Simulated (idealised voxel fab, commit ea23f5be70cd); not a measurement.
This is a process module. Its name is voxel self aligned contacts.
Cross-sectional view cut (width: 230 nm; square cell size: 5 nm).
Notation: cross-section as square-cell grid; stated in bands, top first, going down; one or more cell rows per band.
Basically the band line says how high the top is and how high the bottom is, in nm, and then what's in it from left to right, every material with its width in nm. Empty space shows up as "blank", and if a single material carries "full width" it runs the full band edge to edge.
We count height from 0. Below that, the starting wafer is all one material. The lowest band never ends at the bottom but goes on down; see "0 and below" for how that is written.
Width "30..40": first value at the band's top row of cells, second value at its bottom row, equal change from row to row.
"nothing different" after a step means that no cell of the cross-section changed.
Closed-off voids of 8+ cells (no open route to the top) go in "Trapped voids", written width x height at distance from the left edge, in nm.
Whatever follows a step's settings on its line is a remark the simulator itself makes about that step.
The optional step-line setting "overlay nm" applies to steps with a mask and quantifies how far to the right of its planned location the mask lay, a negative value indicating leftward placement.
So here's the lineup of process steps we planned:
1. RECEIVE: material Si
2. CONFORMAL_DEP: material SiO2, thk nm 5
3. DIRECTIONAL_DEP: material polySi, thk nm 30
4. DIRECTIONAL_DEP: material SiN, thk nm 15
5. DIRECTIONAL_DEP: material aC, thk nm 15
6. PATTERN: tone cover, mask id GATE, material resist, width nm 25, pitch nm 55, thk nm 35, overlay nm 0
7. DIRECTIONAL_ETCH: etch materials aC, depth nm 15
8. STRIP: etch materials resist
9. DIRECTIONAL_ETCH: etch materials SiN, depth nm 15
10. DIRECTIONAL_ETCH: etch materials polySi, depth nm 30
11. STRIP: etch materials aC
12. CONFORMAL_DEP: material SiN, thk nm 5
13. DIRECTIONAL_ETCH: etch materials SiN, depth nm 5
14. FILL_DEP: material SiO2, thk nm 20
15. CMP: height nm 60
16. DIRECTIONAL_DEP: material aC, thk nm 10
17. PATTERN: tone open, mask id CONTACT, material resist, width nm 40, thk nm 30, overlay nm 0
18. DIRECTIONAL_ETCH: etch materials aC, depth nm 10
19. STRIP: etch materials resist
20. DIRECTIONAL_ETCH: etch materials SiO2, depth nm 60
21. STRIP: etch materials aC
22. CONFORMAL_DEP: material TiN, thk nm 5
23. FILL_DEP: material W, thk nm 10
24. CMP: height nm 60
25. CONFORMAL_DEP: material SiN, thk nm 5
Run as planned: first of two wafers:
As received (post step 1): cross-section:
  0 and below  Si full width
  Trapped voids: none
The following cross-section depicts the wafer upon completion of step 2:
  5 down to 0  SiO2 full width
  Rest of section, below 0: as before.
The following cross-section depicts the wafer upon completion of step 3:
  35 down to 5  polySi full width
  Rest of section, below 5: as before.
The following cross-section depicts the wafer upon completion of step 4:
  50 down to 35  SiN full width
  Rest of section, below 35: as before.
The following cross-section depicts the wafer upon completion of step 5:
  65 down to 50  aC full width
  Rest of section, below 50: as before.
The following cross-section depicts the wafer upon completion of step 6:
  100 down to 65  blank=75, then resist=25, then blank=30, then resist=25, then blank=75
  Rest of section, below 65: as before.
The following cross-section depicts the wafer upon completion of step 7:
  85 down to 65  blank=75, then resist=25, then blank=30, then resist=25, then blank=75
  65 down to 50  blank=75, then aC=25, then blank=30, then aC=25, then blank=75
  Rest of section, below 50: as before.
The following cross-section depicts the wafer upon completion of step 8:
  65 down to 50  blank=75, then aC=25, then blank=30, then aC=25, then blank=75
  Rest of section, below 50: as before.
The following cross-section depicts the wafer upon completion of step 9:
  65 down to 50  blank=75, then aC=25, then blank=30, then aC=25, then blank=75
  50 down to 35  blank=75, then SiN=25, then blank=30, then SiN=25, then blank=75
  Rest of section, below 35: as before.
The following cross-section depicts the wafer upon completion of step 10:
  65 down to 50  blank=75, then aC=25, then blank=30, then aC=25, then blank=75
  50 down to 35  blank=75, then SiN=25, then blank=30, then SiN=25, then blank=75
  35 down to 5  blank=75, then polySi=25, then blank=30, then polySi=25, then blank=75
  Rest of section, below 5: as before.
The following cross-section depicts the wafer upon completion of step 11:
  50 down to 35  blank=75, then SiN=25, then blank=30, then SiN=25, then blank=75
  Rest of section, below 35: as before.
The following cross-section depicts the wafer upon completion of step 12:
  55 down to 35  blank=70, then SiN=35, then blank=20, then SiN=35, then blank=70
  35 down to 10  blank=70, then SiN=5, then polySi=25, then SiN=5, then blank=20, then SiN=5, then polySi=25, then SiN=5, then blank=70
  10 down to 5  SiN=75, then polySi=25, then SiN=30, then polySi=25, then SiN=75
  Rest of section, below 5: as before.
The following cross-section depicts the wafer upon completion of step 13:
  50 down to 35  blank=70, then SiN=35, then blank=20, then SiN=35, then blank=70
  35 down to 5  blank=70, then SiN=5, then polySi=25, then SiN=5, then blank=20, then SiN=5, then polySi=25, then SiN=5, then blank=70
  Rest of section, below 5: as before.
The following cross-section depicts the wafer upon completion of step 14:
  70 down to 50  SiO2 full width
  50 down to 35  SiO2=70, then SiN=35, then SiO2=20, then SiN=35, then SiO2=70
  35 down to 5  SiO2=70, then SiN=5, then polySi=25, then SiN=5, then SiO2=20, then SiN=5, then polySi=25, then SiN=5, then SiO2=70
  Rest of section, below 5: as before.
The following cross-section depicts the wafer upon completion of step 15:
  60 down to 50  SiO2 full width
  Rest of section, below 50: as before.
The following cross-section depicts the wafer upon completion of step 16:
  70 down to 60  aC full width
  Rest of section, below 60: as before.
The following cross-section depicts the wafer upon completion of step 17:
  100 down to 70  resist=95, then blank=40, then resist=95
  Rest of section, below 70: as before.
The following cross-section depicts the wafer upon completion of step 18:
  90 down to 70  resist=95, then blank=40, then resist=95
  70 down to 60  aC=95, then blank=40, then aC=95
  Rest of section, below 60: as before.
The following cross-section depicts the wafer upon completion of step 19:
  70 down to 60  aC=95, then blank=40, then aC=95
  Rest of section, below 60: as before.
The following cross-section depicts the wafer upon completion of step 20:
  70 down to 60  aC=95, then blank=40, then aC=95
  60 down to 50  SiO2=95, then blank=40, then SiO2=95
  50 down to 35  SiO2=70, then SiN=35, then blank=20, then SiN=35, then SiO2=70
  35 down to 5  SiO2=70, then SiN=5, then polySi=25, then SiN=5, then blank=20, then SiN=5, then polySi=25, then SiN=5, then SiO2=70
  5 down to 0  SiO2=105, then blank=20, then SiO2=105
  Rest of section, below 0: as before.
The following cross-section depicts the wafer upon completion of step 21:
  60 down to 50  SiO2=95, then blank=40, then SiO2=95
  Rest of section, below 50: as before.
The following cross-section depicts the wafer upon completion of step 22:
  65 down to 60  TiN=100, then blank=30, then TiN=100
  60 down to 50  SiO2=95, then TiN=5..15, then blank=30..10, then TiN=5..15, then SiO2=95
  50 down to 35  SiO2=70, then SiN=35, then TiN=5, then blank=10, then TiN=5, then SiN=35, then SiO2=70
  35 down to 5  SiO2=70, then SiN=5, then polySi=25, then SiN=5, then TiN=5, then blank=10, then TiN=5, then SiN=5, then polySi=25, then SiN=5, then SiO2=70
  5 down to 0  SiO2=105, then TiN=20, then SiO2=105
  Rest of section, below 0: as before.
The following cross-section depicts the wafer upon completion of step 23:
  75 down to 65  W full width
  65 down to 60  TiN=100, then W=30, then TiN=100
  60 down to 50  SiO2=95, then TiN=5..15, then W=30..10, then TiN=5..15, then SiO2=95
  50 down to 35  SiO2=70, then SiN=35, then TiN=5, then W=10, then TiN=5, then SiN=35, then SiO2=70
  35 down to 5  SiO2=70, then SiN=5, then polySi=25, then SiN=5, then TiN=5, then W=10, then TiN=5, then SiN=5, then polySi=25, then SiN=5, then SiO2=70
  Rest of section, below 5: as before.
The following cross-section depicts the wafer upon completion of step 24:
  60 down to 50  SiO2=95, then TiN=5..15, then W=30..10, then TiN=5..15, then SiO2=95
  Rest of section, below 50: as before.
The following cross-section depicts the wafer upon completion of step 25:
  65 down to 60  SiN full width
  Rest of section, below 60: as before.
For the second wafer, take the first wafer's start and plan, then add one mistake made in running it; everything through step 1, that step included, is shared with the first:
Cross-sectional representation of the second wafer at the time designated in the plan for the completion of step 2:
  5 down to 0  polySi full width
  Rest of section, below 0: as before.
Cross-sectional representation of the second wafer at the time designated in the plan for the completion of step 3:
  35 down to 0  polySi full width
  Rest of section, below 0: as before.
Cross-sectional representation of the second wafer at the time designated in the plan for the completion of step 4:
  50 down to 35  SiN full width
  Rest of section, below 35: as before.
Cross-sectional representation of the second wafer at the time designated in the plan for the completion of step 5:
  65 down to 50  aC full width
  Rest of section, below 50: as before.
Cross-sectional representation of the second wafer at the time designated in the plan for the completion of step 6:
  100 down to 65  blank=75, then resist=25, then blank=30, then resist=25, then blank=75
  Rest of section, below 65: as before.
Cross-sectional representation of the second wafer at the time designated in the plan for the completion of step 7:
  85 down to 65  blank=75, then resist=25, then blank=30, then resist=25, then blank=75
  65 down to 50  blank=75, then aC=25, then blank=30, then aC=25, then blank=75
  Rest of section, below 50: as before.
Cross-sectional representation of the second wafer at the time designated in the plan for the completion of step 8:
  65 down to 50  blank=75, then aC=25, then blank=30, then aC=25, then blank=75
  Rest of section, below 50: as before.
Cross-sectional representation of the second wafer at the time designated in the plan for the completion of step 9:
  65 down to 50  blank=75, then aC=25, then blank=30, then aC=25, then blank=75
  50 down to 35  blank=75, then SiN=25, then blank=30, then SiN=25, then blank=75
  Rest of section, below 35: as before.
Cross-sectional representation of the second wafer at the time designated in the plan for the completion of step 10:
  65 down to 50  blank=75, then aC=25, then blank=30, then aC=25, then blank=75
  50 down to 35  blank=75, then SiN=25, then blank=30, then SiN=25, then blank=75
  35 down to 5  blank=75, then polySi=25, then blank=30, then polySi=25, then blank=75
  Rest of section, below 5: as before.
Cross-sectional representation of the second wafer at the time designated in the plan for the completion of step 11:
  50 down to 35  blank=75, then SiN=25, then blank=30, then SiN=25, then blank=75
  Rest of section, below 35: as before.
Cross-sectional representation of the second wafer at the time designated in the plan for the completion of step 12:
  55 down to 35  blank=70, then SiN=35, then blank=20, then SiN=35, then blank=70
  35 down to 10  blank=70, then SiN=5, then polySi=25, then SiN=5, then blank=20, then SiN=5, then polySi=25, then SiN=5, then blank=70
  10 down to 5  SiN=75, then polySi=25, then SiN=30, then polySi=25, then SiN=75
  Rest of section, below 5: as before.
Cross-sectional representation of the second wafer at the time designated in the plan for the completion of step 13:
  50 down to 35  blank=70, then SiN=35, then blank=20, then SiN=35, then blank=70
  35 down to 5  blank=70, then SiN=5, then polySi=25, then SiN=5, then blank=20, then SiN=5, then polySi=25, then SiN=5, then blank=70
  Rest of section, below 5: as before.
Cross-sectional representation of the second wafer at the time designated in the plan for the completion of step 14:
  70 down to 50  SiO2 full width
  50 down to 35  SiO2=70, then SiN=35, then SiO2=20, then SiN=35, then SiO2=70
  35 down to 5  SiO2=70, then SiN=5, then polySi=25, then SiN=5, then SiO2=20, then SiN=5, then polySi=25, then SiN=5, then SiO2=70
  Rest of section, below 5: as before.
Cross-sectional representation of the second wafer at the time designated in the plan for the completion of step 15:
  60 down to 50  SiO2 full width
  Rest of section, below 50: as before.
Cross-sectional representation of the second wafer at the time designated in the plan for the completion of step 16:
  70 down to 60  aC full width
  Rest of section, below 60: as before.
Cross-sectional representation of the second wafer at the time designated in the plan for the completion of step 17:
  100 down to 70  resist=95, then blank=40, then resist=95
  Rest of section, below 70: as before.
Cross-sectional representation of the second wafer at the time designated in the plan for the completion of step 18:
  90 down to 70  resist=95, then blank=40, then resist=95
  70 down to 60  aC=95, then blank=40, then aC=95
  Rest of section, below 60: as before.
Cross-sectional representation of the second wafer at the time designated in the plan for the completion of step 19:
  70 down to 60  aC=95, then blank=40, then aC=95
  Rest of section, below 60: as before.
Cross-sectional representation of the second wafer at the time designated in the plan for the completion of step 20:
  70 down to 60  aC=95, then blank=40, then aC=95
  60 down to 50  SiO2=95, then blank=40, then SiO2=95
  50 down to 35  SiO2=70, then SiN=35, then blank=20, then SiN=35, then SiO2=70
  35 down to 5  SiO2=70, then SiN=5, then polySi=25, then SiN=5, then blank=20, then SiN=5, then polySi=25, then SiN=5, then SiO2=70
  Rest of section, below 5: as before.
Cross-sectional representation of the second wafer at the time designated in the plan for the completion of step 21:
  60 down to 50  SiO2=95, then blank=40, then SiO2=95
  Rest of section, below 50: as before.
Cross-sectional representation of the second wafer at the time designated in the plan for the completion of step 22:
  65 down to 60  TiN=100, then blank=30, then TiN=100
  60 down to 50  SiO2=95, then TiN=5..15, then blank=30..10, then TiN=5..15, then SiO2=95
  50 down to 35  SiO2=70, then SiN=35, then TiN=5, then blank=10, then TiN=5, then SiN=35, then SiO2=70
  35 down to 10  SiO2=70, then SiN=5, then polySi=25, then SiN=5, then TiN=5, then blank=10, then TiN=5, then SiN=5, then polySi=25, then SiN=5, then SiO2=70
  10 down to 5  SiO2=70, then SiN=5, then polySi=25, then SiN=5, then TiN=20, then SiN=5, then polySi=25, then SiN=5, then SiO2=70
  Rest of section, below 5: as before.
Cross-sectional representation of the second wafer at the time designated in the plan for the completion of step 23:
  75 down to 65  W full width
  65 down to 60  TiN=100, then W=30, then TiN=100
  60 down to 50  SiO2=95, then TiN=5..15, then W=30..10, then TiN=5..15, then SiO2=95
  50 down to 35  SiO2=70, then SiN=35, then TiN=5, then W=10, then TiN=5, then SiN=35, then SiO2=70
  35 down to 10  SiO2=70, then SiN=5, then polySi=25, then SiN=5, then TiN=5, then W=10, then TiN=5, then SiN=5, then polySi=25, then SiN=5, then SiO2=70
  Rest of section, below 10: as before.
Cross-sectional representation of the second wafer at the time designated in the plan for the completion of step 24:
  60 down to 50  SiO2=95, then TiN=5..15, then W=30..10, then TiN=5..15, then SiO2=95
  Rest of section, below 50: as before.
Cross-sectional representation of the second wafer at the time designated in the plan for the completion of step 25:
  65 down to 60  SiN full width
  Rest of section, below 60: as before.
Processing error: step 2 was run on a setting that differed from the plan, and what really ran there is CONFORMAL_DEP: material polySi, thk nm 5
FYI, end of process, the second wafer has more or fewer cells of some materials than the first: -42 SiO2 | -2 TiN | -2 W | +46 polySi
